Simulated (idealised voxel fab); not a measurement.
Proc. module: voxel transistor to metal
Section cut is 280 nm wide and gridded with 5 nm square cells.
If you're reading a cross-section in this doc, picture square cells in a grid; it comes to you as bands, top ones listed first down to the bottom, and a band can be one or more rows of cells. Within each band entry, the heights of the top and of the bottom of the band appear first, in that order and in nm; the materials of the band then follow from left to right, each with its corresponding width in nm. The designation "all across" on a single material indicates that it fills the band from edge to edge; the designation "air" indicates empty space. Below 0: as-received wafer, all one material; heights counted from there. Lowest band: no bottom, goes on down, written "0..down". Top row gets the first number, bottom row gets the second, and each row in between changes by the same step: that is how a band width like "30..40" works. The cross-section has no changed cell in any step marked "no change". Empty spaces counting at least 8 cells and having no open way to the top are listed in "Sealed-off cavities". The notation width x height at distance is used for each, the distance being from the left edge and all three values in nm. Formally, on a step line, whatever follows the settings is a remark that the simulator itself makes on the step. "overlay nm", when on a step's line for a step with a mask, measures how far to the right of its planned place the mask lay; a negative measure means to the left.
Set out below are the planned steps of the process:
1,RECEIVE | material Si
2,OXIDIZE | depth nm 5
3,CONFORMAL_DEP | material SiN | thk nm 10
4,MASKED_ETCH | tone cover | mask id ACTIVE | width nm 110 | pitch nm 140 | etch materials SiN | depth nm 10 | overlay nm 0
5,MASKED_ETCH | tone cover | mask id ACTIVE | width nm 110 | pitch nm 140 | etch materials SiO2 | depth nm 5 | overlay nm 0
6,MASKED_ETCH | tone cover | mask id ACTIVE | width nm 110 | pitch nm 140 | etch materials Si | depth nm 25 | overlay nm 0
7,FILL_DEP | material SiO2 | thk nm 15
8,CMP | height nm 10
9,SELECTIVE_ETCH | etch materials SiO2 | depth nm 5
10,STRIP | etch materials SiN
11,SELECTIVE_ETCH | etch materials SiO2 | depth nm 5
12,OXIDIZE | depth nm 5
13,DIRECTIONAL_DEP | material polySi | thk nm 20
14,DIRECTIONAL_DEP | material SiCN | thk nm 15
15,DIRECTIONAL_DEP | material aC | thk nm 10
16,PATTERN | tone cover | mask id GATE | material resist | width nm 20 | pitch nm 140 | thk nm 30 | overlay nm 0
17,DIRECTIONAL_ETCH | etch materials aC | depth nm 10
18,STRIP | etch materials resist
19,DIRECTIONAL_ETCH | etch materials SiCN | depth nm 25
20,DIRECTIONAL_ETCH | etch materials polySi | depth nm 30
21,STRIP | etch materials aC
22,CONFORMAL_DEP | material SiN | thk nm 10
23,DIRECTIONAL_ETCH | etch materials SiN | depth nm 10
24,DIRECTIONAL_ETCH | etch materials SiO2 | depth nm 5
25,DIRECTIONAL_ETCH | etch materials Si | depth nm 5
26,EPI | material pSi | thk nm 5
27,FILL_DEP | material SiO2 | thk nm 5
28,CMP | height nm 15
29,STRIP | etch materials polySi
30,SELECTIVE_ETCH | etch materials SiO2 | depth nm 5
31,CONFORMAL_DEP | material HfO2 | thk nm 5
32,CONFORMAL_DEP | material TiN | thk nm 5
33,FILL_DEP | material W | thk nm 5
34,CMP | height nm 10
35,DIRECTIONAL_DEP | material SiO2 | thk nm 15
36,DIRECTIONAL_DEP | material aC | thk nm 10
37,PATTERN | tone open | mask id CONTACT | material resist | width nm 20 | thk nm 25 | overlay nm 0
38,DIRECTIONAL_ETCH | etch materials aC | depth nm 10
39,STRIP | etch materials resist
40,DIRECTIONAL_ETCH | etch materials SiO2 | depth nm 35
41,STRIP | etch materials aC
42,CONFORMAL_DEP | material TiN | thk nm 5
43,FILL_DEP | material W | thk nm 10
44,CMP | height nm 25
45,CONFORMAL_DEP | material SiN | thk nm 5
46,DIRECTIONAL_DEP | material SiO2 | thk nm 20
47,DIRECTIONAL_DEP | material aC | thk nm 15
48,PATTERN | tone open | mask id METAL_1 | material resist | width nm 20 | thk nm 35 | overlay nm 0
49,DIRECTIONAL_ETCH | etch materials aC | depth nm 15
50,STRIP | etch materials resist
51,DIRECTIONAL_ETCH | etch materials SiO2 | depth nm 20
52,DIRECTIONAL_ETCH | etch materials SiN | depth nm 5
53,STRIP | etch materials aC
54,CONFORMAL_DEP | material TiN | thk nm 5
55,FILL_DEP | material Cu | thk nm 5
56,CMP | height nm 50
57,EPI | material Ru | thk nm 5
58,FILL_DEP | material SiCN | thk nm 5
59,DIRECTIONAL_DEP | material lowk | thk nm 30
60,MASKED_ETCH | tone open | mask id METAL_2_HOLES | width nm 15 | pitch nm 140 | etch materials lowk | depth nm 30 | overlay nm 0
61,PATTERN | tone open | mask id METAL_2 | material resist | width nm 20 | pitch nm 140 | thk nm 15 | overlay nm 0
62,DIRECTIONAL_ETCH | etch materials lowk | depth nm 15
63,DIRECTIONAL_ETCH | etch materials SiCN | depth nm 5
64,STRIP | etch materials resist
65,CONFORMAL_DEP | material TiN | thk nm 5
66,FILL_DEP | material Cu | thk nm 5
67,CMP | height nm 90
68,CONFORMAL_DEP | material SiCN | thk nm 5
All wafers enter the flow in the same state. The width nm at step 16 differs from wafer to wafer, and the plan gives the value for the first wafer.
After step 1, as received: first of several wafers, cross-section:
- 0..down  Si all across
- Sealed-off cavities: none
Wafer cross-section (first of several) - module end, post step 68 (last step):
- 95..90  SiCN all across
- 90..80  20 of lowk / 5 of TiN / 10 of Cu / 5 of TiN / 120 of lowk / 5 of TiN / 10 of Cu / 5 of TiN / 100 of lowk
- 80..75  20 of lowk / 5 of TiN / 5 of Cu / 10 of TiN / 120 of lowk / 5 of TiN / 5 of Cu / 10 of TiN / 100 of lowk
- 75..60  20 of lowk / 5 of TiN / 5 of Cu / 5 of TiN / 125 of lowk / 5 of TiN / 5 of Cu / 5 of TiN / 105 of lowk
- 60..55  20 of SiCN / 15 of TiN / 125 of SiCN / 15 of TiN / 105 of SiCN
- 55..50  15 of SiCN / 30 of Ru / 50 of SiCN / 30 of Ru / 30 of SiCN / 30 of Ru / 50 of SiCN / 30 of Ru / 15 of SiCN
- 50..30  20 of SiO2 / 5 of TiN / 10 of Cu / 5 of TiN / 60 of SiO2 / 5 of TiN / 10 of Cu / 5 of TiN / 40 of SiO2 / 5 of TiN / 10 of Cu / 5 of TiN / 60 of SiO2 / 5 of TiN / 10 of Cu / 5 of TiN / 20 of SiO2
- 30..25  20 of SiN / 20 of TiN / 60 of SiN / 20 of TiN / 40 of SiN / 20 of TiN / 60 of SiN / 20 of TiN / 20 of SiN
- 25..10  20 of SiO2 / 5 of TiN / 10 of W / 5 of TiN / 60 of SiO2 / 5 of TiN / 10 of W / 5 of TiN / 40 of SiO2 / 5 of TiN / 10 of W / 5 of TiN / 60 of SiO2 / 5 of TiN / 10 of W / 5 of TiN / 20 of SiO2
- 10..0  20 of SiO2 / 5 of TiN / 10 of W / 5 of TiN / 10 of SiO2 / 10 of SiN / 5 of HfO2 / 10 of TiN / 5 of HfO2 / 10 of SiN / 10 of SiO2 / 5 of TiN / 10 of W / 5 of TiN / 40 of SiO2 / 5 of TiN / 10 of W / 5 of TiN / 10 of SiO2 / 10 of SiN / 5 of HfO2 / 10 of TiN / 5 of HfO2 / 10 of SiN / 10 of SiO2 / 5 of TiN / 10 of W / 5 of TiN / 20 of SiO2
- 0..-5  10 of SiO2 / 10 of SiN / 10 of TiN / 5 of W / 5 of TiN / 10 of SiO2 / 10 of SiN / 5 of HfO2 / 10 of TiN / 5 of HfO2 / 10 of SiN / 10 of SiO2 / 5 of TiN / 5 of W / 10 of TiN / 10 of SiN / 20 of SiO2 / 10 of SiN / 10 of TiN / 5 of W / 5 of TiN / 10 of SiO2 / 10 of SiN / 5 of HfO2 / 10 of TiN / 5 of HfO2 / 10 of SiN / 10 of SiO2 / 5 of TiN / 5 of W / 10 of TiN / 10 of SiN / 10 of SiO2
- -5..-10  20 of SiO2 / 5 of pSi / 15 of TiN / 5 of SiO2 / 5 of pSi / 5 of SiO2 / 30 of HfO2 / 5 of SiO2 / 5 of pSi / 5 of SiO2 / 15 of TiN / 5 of pSi / 40 of SiO2 / 5 of pSi / 15 of TiN / 5 of SiO2 / 5 of pSi / 5 of SiO2 / 30 of HfO2 / 5 of SiO2 / 5 of pSi / 5 of SiO2 / 15 of TiN / 5 of pSi / 20 of SiO2
- -10..-15  15 of SiO2 / 5 of Si / 30 of pSi / 40 of Si / 30 of pSi / 5 of Si / 30 of SiO2 / 5 of Si / 30 of pSi / 40 of Si / 30 of pSi / 5 of Si / 15 of SiO2
- -15..-30  15 of SiO2 / 110 of Si / 30 of SiO2 / 110 of Si / 15 of SiO2
- -30..down  Si all across
- Sealed-off cavities: none
Here's the last wafer cross-sectioned at the end of the module:
- 95..90  SiCN all across
- 90..80  20 of lowk / 5 of TiN / 10 of Cu / 5 of TiN / 120 of lowk / 5 of TiN / 10 of Cu / 5 of TiN / 100 of lowk
- 80..75  20 of lowk / 5 of TiN / 5 of Cu / 10 of TiN / 120 of lowk / 5 of TiN / 5 of Cu / 10 of TiN / 100 of lowk
- 75..60  20 of lowk / 5 of TiN / 5 of Cu / 5 of TiN / 125 of lowk / 5 of TiN / 5 of Cu / 5 of TiN / 105 of lowk
- 60..55  20 of SiCN / 15 of TiN / 125 of SiCN / 15 of TiN / 105 of SiCN
- 55..50  15 of SiCN / 30 of Ru / 50 of SiCN / 30 of Ru / 30 of SiCN / 30 of Ru / 50 of SiCN / 30 of Ru / 15 of SiCN
- 50..30  20 of SiO2 / 5 of TiN / 10 of Cu / 5 of TiN / 60 of SiO2 / 5 of TiN / 10 of Cu / 5 of TiN / 40 of SiO2 / 5 of TiN / 10 of Cu / 5 of TiN / 60 of SiO2 / 5 of TiN / 10 of Cu / 5 of TiN / 20 of SiO2
- 30..25  20 of SiN / 20 of TiN / 60 of SiN / 20 of TiN / 40 of SiN / 20 of TiN / 60 of SiN / 20 of TiN / 20 of SiN
- 25..15  20 of SiO2 / 5 of TiN / 10 of W / 5 of TiN / 60 of SiO2 / 5 of TiN / 10 of W / 5 of TiN / 40 of SiO2 / 5 of TiN / 10 of W / 5 of TiN / 60 of SiO2 / 5 of TiN / 10 of W / 5 of TiN / 20 of SiO2
- 15..10  20 of SiO2 / 5 of TiN / 10 of W / 5 of TiN / 60 of SiO2 / 10 of TiN / 5 of W / 5 of TiN / 40 of SiO2 / 5 of TiN / 10 of W / 5 of TiN / 60 of SiO2 / 10 of TiN / 5 of W / 5 of TiN / 20 of SiO2
- 10..0  20 of SiO2 / 5 of TiN / 10 of W / 5 of TiN / 10 of SiN / 5 of HfO2 / 5 of TiN / 25 of W / 5 of TiN / 5 of HfO2 / 10 of SiN / 5 of TiN / 5 of W / 5 of TiN / 40 of SiO2 / 5 of TiN / 10 of W / 5 of TiN / 10 of SiN / 5 of HfO2 / 5 of TiN / 25 of W / 5 of TiN / 5 of HfO2 / 10 of SiN / 5 of TiN / 5 of W / 5 of TiN / 20 of SiO2
- 0..-5  10 of SiO2 / 10 of SiN / 20 of TiN / 10 of SiN / 5 of HfO2 / 35 of TiN / 5 of HfO2 / 10 of SiN / 15 of TiN / 10 of SiN / 20 of SiO2 / 10 of SiN / 20 of TiN / 10 of SiN / 5 of HfO2 / 35 of TiN / 5 of HfO2 / 10 of SiN / 15 of TiN / 10 of SiN / 10 of SiO2
- -5..-10  20 of SiO2 / 5 of pSi / 10 of TiN / 5 of pSi / 5 of SiO2 / 55 of HfO2 / 5 of SiO2 / 5 of pSi / 5 of TiN / 5 of pSi / 40 of SiO2 / 5 of pSi / 10 of TiN / 5 of pSi / 5 of SiO2 / 55 of HfO2 / 5 of SiO2 / 5 of pSi / 5 of TiN / 5 of pSi / 20 of SiO2
- -10..-15  15 of SiO2 / 5 of Si / 20 of pSi / 65 of Si / 15 of pSi / 5 of Si / 30 of SiO2 / 5 of Si / 20 of pSi / 65 of Si / 15 of pSi / 5 of Si / 15 of SiO2
- -15..-30  15 of SiO2 / 110 of Si / 30 of SiO2 / 110 of Si / 15 of SiO2
- -30..down  Si all across
- Sealed-off cavities: none
Per wafer, end of module: cells gained (+) or lost (-) per material since receipt, then closed voids:
width nm 20, +48 Cu, +24 HfO2, +24 Ru, -184 Si, +138 SiCN, +72 SiN, +416 SiO2, +156 TiN, +44 W, +294 lowk, +32 pSi, Sealed-off cavities: none
width nm 25, +48 Cu, +26 HfO2, +24 Ru, -182 Si, +138 SiCN, +72 SiN, +408 SiO2, +158 TiN, +48 W, +294 lowk, +30 pSi, Sealed-off cavities: none
width nm 30, +48 Cu, +28 HfO2, +24 Ru, -180 Si, +138 SiCN, +72 SiN, +400 SiO2, +160 TiN, +52 W, +294 lowk, +28 pSi, Sealed-off cavities: none
width nm 35, +48 Cu, +30 HfO2, +24 Ru, -178 Si, +138 SiCN, +72 SiN, +394 SiO2, +162 TiN, +54 W, +294 lowk, +26 pSi, Sealed-off cavities: none
width nm 40, +48 Cu, +32 HfO2, +24 Ru, -176 Si, +138 SiCN, +72 SiN, +388 SiO2, +164 TiN, +56 W, +294 lowk, +24 pSi, Sealed-off cavities: none
width nm 45, +48 Cu, +34 HfO2, +24 Ru, -174 Si, +138 SiCN, +72 SiN, +388 SiO2, +164 TiN, +54 W, +294 lowk, +22 pSi, Sealed-off cavities: none
